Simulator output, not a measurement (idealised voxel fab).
The document below concerns the process module designated voxel capacitor over wiring.
The cross-section shown here is cut; it is 165 nm wide and divided into square cells measuring 5 nm on a side.
For the purposes of this document, a cross-section shall be understood as a grid of square cells, specified as bands listed in top-to-bottom order, each band consisting of one or more rows of cells. First you get the band's top height and its bottom height, in nm, and then the materials it's made of, left to right, with each width in nm. If you see a single material with "all across", that one covers the band edge to edge. "empty" is empty space. Height is counted from the level 0, under which the received wafer is composed throughout of one material. The lowest of the bands is not closed at the bottom but continues downward, in the notation "z 0 and below". Quick explanation for "30..40": the width changes in equal steps down the rows of cells, from the first number in the band's top row to the second number in its bottom row. Key: "no change occurred" - step with no changed cell in the cross-section. "Fully sealed voids" contains a list of empty spaces, each no smaller than 8 cells and without an open way to the top, written in the form width x height at distance with the distance from the left edge and all three in nm. Formally, on a step line, whatever follows the settings is a remark that the simulator itself makes on the step. Steps that use a mask can have "overlay nm" on their line. It says how far the mask sat to the right of where it was meant to be. Negative means to the left.

Set out below are the planned steps of the process
1) RECEIVE [material Si]
2) CONFORMAL_DEP [material SiO2] [thk nm 15]
3) CONFORMAL_DEP [material SiN] [thk nm 5]
4) DIRECTIONAL_DEP [material lowk] [thk nm 20]
5) PATTERN [tone open] [mask id METAL_1] [material resist] [width nm 25] [pitch nm 90] [thk nm 15] [overlay nm 0]
6) DIRECTIONAL_ETCH [etch materials lowk] [depth nm 20]
7) DIRECTIONAL_ETCH [etch materials SiN] [depth nm 5]
8) STRIP [etch materials resist]
9) CONFORMAL_DEP [material TiN] [thk nm 5]
10) FILL_DEP [material W] [thk nm 10]
11) CMP [height nm 40]
12) CONFORMAL_DEP [material SiCN] [thk nm 5]
13) DIRECTIONAL_DEP [material SiO2] [thk nm 15]
14) MASKED_ETCH [tone open] [mask id PLUG_1] [width nm 15] [etch materials SiO2] [depth nm 15] [overlay nm 0]
15) MASKED_ETCH [tone open] [mask id PLUG_1] [width nm 15] [etch materials SiCN] [depth nm 5] [overlay nm 0]
16) EPI [material Ru] [thk nm 10]
17) EPI [material Ru] [thk nm 10]
18) DIRECTIONAL_DEP [material TiN] [thk nm 10]
19) DIRECTIONAL_DEP [material SiN] [thk nm 5]
20) DIRECTIONAL_DEP [material TiN] [thk nm 10]
21) PATTERN [tone cover] [mask id UPPER_PLATE] [material resist] [width nm 70] [thk nm 20] [overlay nm 0]
22) DIRECTIONAL_ETCH [etch materials TiN] [depth nm 10]
23) DIRECTIONAL_ETCH [etch materials SiN] [depth nm 5]
24) STRIP [etch materials resist]
25) MASKED_ETCH [tone cover] [mask id LOWER_PLATE] [width nm 80] [etch materials TiN] [depth nm 10] [overlay nm 0]
26) FILL_DEP [material SiO2] [thk nm 20]
27) CMP [height nm 100]
28) DIRECTIONAL_DEP [material aC] [thk nm 15]
29) PATTERN [tone open] [mask id PLUG_2] [material resist] [width nm 15] [thk nm 35] [overlay nm 0]
30) DIRECTIONAL_ETCH [etch materials aC] [depth nm 15]
31) STRIP [etch materials resist]
32) DIRECTIONAL_ETCH [etch materials SiO2] [depth nm 15]
33) STRIP [etch materials aC]
34) CONFORMAL_DEP [material TiN] [thk nm 5]
35) FILL_DEP [material Ru] [thk nm 10]
36) CMP [height nm 100]
37) CONFORMAL_DEP [material SiCN] [thk nm 5]

Of two wafers, the first: run according to plan

Cross-section: wafer on arrival = after step 1
z 0 and below: Si all across
Fully sealed voids: none

Step 2 complete: cross-section through the wafer
z 15 to 0: SiO2 all across
All layers under 0 are left as they were.

Step 3 complete: cross-section through the wafer
z 20 to 15: SiN all across
All layers under 15 are left as they were.

Step 4 complete: cross-section through the wafer
z 40 to 20: lowk all across
All layers under 20 are left as they were.

Step 5 complete: cross-section through the wafer
z 55 to 40: 25 nm resist; 25 nm empty; 65 nm resist; 25 nm empty; 25 nm resist
All layers under 40 are left as they were.

Step 6 complete: cross-section through the wafer
z 55 to 40: 25 nm resist; 25 nm empty; 65 nm resist; 25 nm empty; 25 nm resist
z 40 to 20: 25 nm lowk; 25 nm empty; 65 nm lowk; 25 nm empty; 25 nm lowk
All layers under 20 are left as they were.

Step 7 complete: cross-section through the wafer
z 55 to 40: 25 nm resist; 25 nm empty; 65 nm resist; 25 nm empty; 25 nm resist
z 40 to 20: 25 nm lowk; 25 nm empty; 65 nm lowk; 25 nm empty; 25 nm lowk
z 20 to 15: 25 nm SiN; 25 nm empty; 65 nm SiN; 25 nm empty; 25 nm SiN
All layers under 15 are left as they were.

Step 8 complete: cross-section through the wafer
z 40 to 20: 25 nm lowk; 25 nm empty; 65 nm lowk; 25 nm empty; 25 nm lowk
All layers under 20 are left as they were.

Step 9 complete: cross-section through the wafer
z 45 to 40: 30 nm TiN; 15 nm empty; 75 nm TiN; 15 nm empty; 30 nm TiN
z 40 to 20: 25 nm lowk; 5 nm TiN; 15 nm empty; 5 nm TiN; 65 nm lowk; 5 nm TiN; 15 nm empty; 5 nm TiN; 25 nm lowk
z 20 to 15: 25 nm SiN; 25 nm TiN; 65 nm SiN; 25 nm TiN; 25 nm SiN
All layers under 15 are left as they were.

Step 10 complete: cross-section through the wafer
z 55 to 45: W all across
z 45 to 40: 30 nm TiN; 15 nm W; 75 nm TiN; 15 nm W; 30 nm TiN
z 40 to 20: 25 nm lowk; 5 nm TiN; 15 nm W; 5 nm TiN; 65 nm lowk; 5 nm TiN; 15 nm W; 5 nm TiN; 25 nm lowk
All layers under 20 are left as they were.

Step 11 complete: cross-section through the wafer
z 40 to 20: 25 nm lowk; 5 nm TiN; 15 nm W; 5 nm TiN; 65 nm lowk; 5 nm TiN; 15 nm W; 5 nm TiN; 25 nm lowk
All layers under 20 are left as they were.

Step 12 complete: cross-section through the wafer
z 45 to 40: SiCN all across
All layers under 40 are left as they were.

Step 13 complete: cross-section through the wafer
z 60 to 45: SiO2 all across
All layers under 45 are left as they were.

Step 14 complete: cross-section through the wafer
z 60 to 45: 35 nm SiO2; 15 nm empty; 115 nm SiO2
All layers under 45 are left as they were.

Step 15 complete: cross-section through the wafer
z 60 to 45: 35 nm SiO2; 15 nm empty; 115 nm SiO2
z 45 to 40: 35 nm SiCN; 15 nm empty; 115 nm SiCN
All layers under 40 are left as they were.

Step 16 complete: cross-section through the wafer
z 60 to 50: 35 nm SiO2; 15 nm empty; 115 nm SiO2
z 50 to 45: 35 nm SiO2; 15 nm Ru; 115 nm SiO2
z 45 to 40: 35 nm SiCN; 15 nm Ru; 115 nm SiCN
All layers under 40 are left as they were.

Step 17 complete: cross-section through the wafer
z 60 to 45: 35 nm SiO2; 15 nm Ru; 115 nm SiO2
All layers under 45 are left as they were.

Step 18 complete: cross-section through the wafer
z 70 to 60: TiN all across
All layers under 60 are left as they were.

Step 19 complete: cross-section through the wafer
z 75 to 70: SiN all across
All layers under 70 are left as they were.

Step 20 complete: cross-section through the wafer
z 85 to 75: TiN all across
All layers under 75 are left as they were.

Step 21 complete: cross-section through the wafer
z 105 to 85: 35 nm empty; 70 nm resist; 60 nm empty
All layers under 85 are left as they were.

Step 22 complete: cross-section through the wafer
z 105 to 85: 35 nm empty; 70 nm resist; 60 nm empty
z 85 to 75: 35 nm empty; 70 nm TiN; 60 nm empty
All layers under 75 are left as they were.

Step 23 complete: cross-section through the wafer
z 105 to 85: 35 nm empty; 70 nm resist; 60 nm empty
z 85 to 75: 35 nm empty; 70 nm TiN; 60 nm empty
z 75 to 70: 35 nm empty; 70 nm SiN; 60 nm empty
All layers under 70 are left as they were.

Step 24 complete: cross-section through the wafer
z 85 to 75: 35 nm empty; 70 nm TiN; 60 nm empty
All layers under 75 are left as they were.

Step 25 complete: cross-section through the wafer
z 85 to 75: 35 nm empty; 70 nm TiN; 60 nm empty
z 75 to 70: 35 nm empty; 70 nm SiN; 60 nm empty
z 70 to 60: 30 nm empty; 80 nm TiN; 55 nm empty
All layers under 60 are left as they were.

Step 26 complete: cross-section through the wafer
z 105 to 85: SiO2 all across
z 85 to 75: 35 nm SiO2; 70 nm TiN; 60 nm SiO2
z 75 to 70: 35 nm SiO2; 70 nm SiN; 60 nm SiO2
z 70 to 60: 30 nm SiO2; 80 nm TiN; 55 nm SiO2
All layers under 60 are left as they were.

Step 27 complete: cross-section through the wafer
z 100 to 85: SiO2 all across
All layers under 85 are left as they were.

Step 28 complete: cross-section through the wafer
z 115 to 100: aC all across
All layers under 100 are left as they were.

Step 29 complete: cross-section through the wafer
z 150 to 115: 45 nm resist; 15 nm empty; 105 nm resist
All layers under 115 are left as they were.

Step 30 complete: cross-section through the wafer
z 135 to 115: 45 nm resist; 15 nm empty; 105 nm resist
z 115 to 100: 45 nm aC; 15 nm empty; 105 nm aC
All layers under 100 are left as they were.

Step 31 complete: cross-section through the wafer
z 115 to 100: 45 nm aC; 15 nm empty; 105 nm aC
All layers under 100 are left as they were.

Step 32 complete: cross-section through the wafer
z 115 to 100: 45 nm aC; 15 nm empty; 105 nm aC
z 100 to 85: 45 nm SiO2; 15 nm empty; 105 nm SiO2
All layers under 85 are left as they were.

Step 33 complete: cross-section through the wafer
z 100 to 85: 45 nm SiO2; 15 nm empty; 105 nm SiO2
All layers under 85 are left as they were.

Step 34 complete: cross-section through the wafer
z 105 to 100: 50 nm TiN; 5 nm empty; 110 nm TiN
z 100 to 90: 45 nm SiO2; 5 nm TiN; 5 nm empty; 5 nm TiN; 105 nm SiO2
z 90 to 85: 45 nm SiO2; 15 nm TiN; 105 nm SiO2
All layers under 85 are left as they were.

Step 35 complete: cross-section through the wafer
z 115 to 105: Ru all across
z 105 to 100: 50 nm TiN; 5 nm Ru; 110 nm TiN
z 100 to 90: 45 nm SiO2; 5 nm TiN; 5 nm Ru; 5 nm TiN; 105 nm SiO2
All layers under 90 are left as they were.

Step 36 complete: cross-section through the wafer
z 100 to 90: 45 nm SiO2; 5 nm TiN; 5 nm Ru; 5 nm TiN; 105 nm SiO2
All layers under 90 are left as they were.

Step 37 complete: cross-section through the wafer
z 105 to 100: SiCN all across
All layers under 100 are left as they were.

The Second Wafer: Common Origin and Plan, One Mistake in Execution, Identical to the First Through Step 24

What the second wafer looks like in cross-section when step 25 should have wrapped up
z 85 to 75: 35 nm empty; 70 nm TiN; 60 nm empty
z 75 to 70: 35 nm empty; 70 nm SiN; 60 nm empty
z 70 to 60: 30 nm empty; 85 nm TiN; 50 nm empty
All layers under 60 are left as they were.

What the second wafer looks like in cross-section when step 26 should have wrapped up
z 105 to 85: SiO2 all across
z 85 to 75: 35 nm SiO2; 70 nm TiN; 60 nm SiO2
z 75 to 70: 35 nm SiO2; 70 nm SiN; 60 nm SiO2
z 70 to 60: 30 nm SiO2; 85 nm TiN; 50 nm SiO2
All layers under 60 are left as they were.

What the second wafer looks like in cross-section when step 27 should have wrapped up
z 100 to 85: SiO2 all across
All layers under 85 are left as they were.

What the second wafer looks like in cross-section when step 28 should have wrapped up
z 115 to 100: aC all across
All layers under 100 are left as they were.

What the second wafer looks like in cross-section when step 29 should have wrapped up
z 150 to 115: 45 nm resist; 15 nm empty; 105 nm resist
All layers under 115 are left as they were.

What the second wafer looks like in cross-section when step 30 should have wrapped up
z 135 to 115: 45 nm resist; 15 nm empty; 105 nm resist
z 115 to 100: 45 nm aC; 15 nm empty; 105 nm aC
All layers under 100 are left as they were.

What the second wafer looks like in cross-section when step 31 should have wrapped up
z 115 to 100: 45 nm aC; 15 nm empty; 105 nm aC
All layers under 100 are left as they were.

What the second wafer looks like in cross-section when step 32 should have wrapped up
z 115 to 100: 45 nm aC; 15 nm empty; 105 nm aC
z 100 to 85: 45 nm SiO2; 15 nm empty; 105 nm SiO2
All layers under 85 are left as they were.

What the second wafer looks like in cross-section when step 33 should have wrapped up
z 100 to 85: 45 nm SiO2; 15 nm empty; 105 nm SiO2
All layers under 85 are left as they were.

What the second wafer looks like in cross-section when step 34 should have wrapped up
z 105 to 100: 50 nm TiN; 5 nm empty; 110 nm TiN
z 100 to 90: 45 nm SiO2; 5 nm TiN; 5 nm empty; 5 nm TiN; 105 nm SiO2
z 90 to 85: 45 nm SiO2; 15 nm TiN; 105 nm SiO2
All layers under 85 are left as they were.

What the second wafer looks like in cross-section when step 35 should have wrapped up
z 115 to 105: Ru all across
z 105 to 100: 50 nm TiN; 5 nm Ru; 110 nm TiN
z 100 to 90: 45 nm SiO2; 5 nm TiN; 5 nm Ru; 5 nm TiN; 105 nm SiO2
All layers under 90 are left as they were.

What the second wafer looks like in cross-section when step 36 should have wrapped up
z 100 to 90: 45 nm SiO2; 5 nm TiN; 5 nm Ru; 5 nm TiN; 105 nm SiO2
All layers under 90 are left as they were.

What the second wafer looks like in cross-section when step 37 should have wrapped up
z 105 to 100: SiCN all across
All layers under 100 are left as they were.
Want to know what went wrong? step 25 deviated from plan and actually ran as MASKED_ETCH [tone cover] [mask id LOWER_PLATE] [width nm 85] [etch materials TiN] [depth nm 10] [overlay nm 0]
End check, counted in cells, second wafer has more or fewer of these materials than the first: SiO2 -2; TiN +2
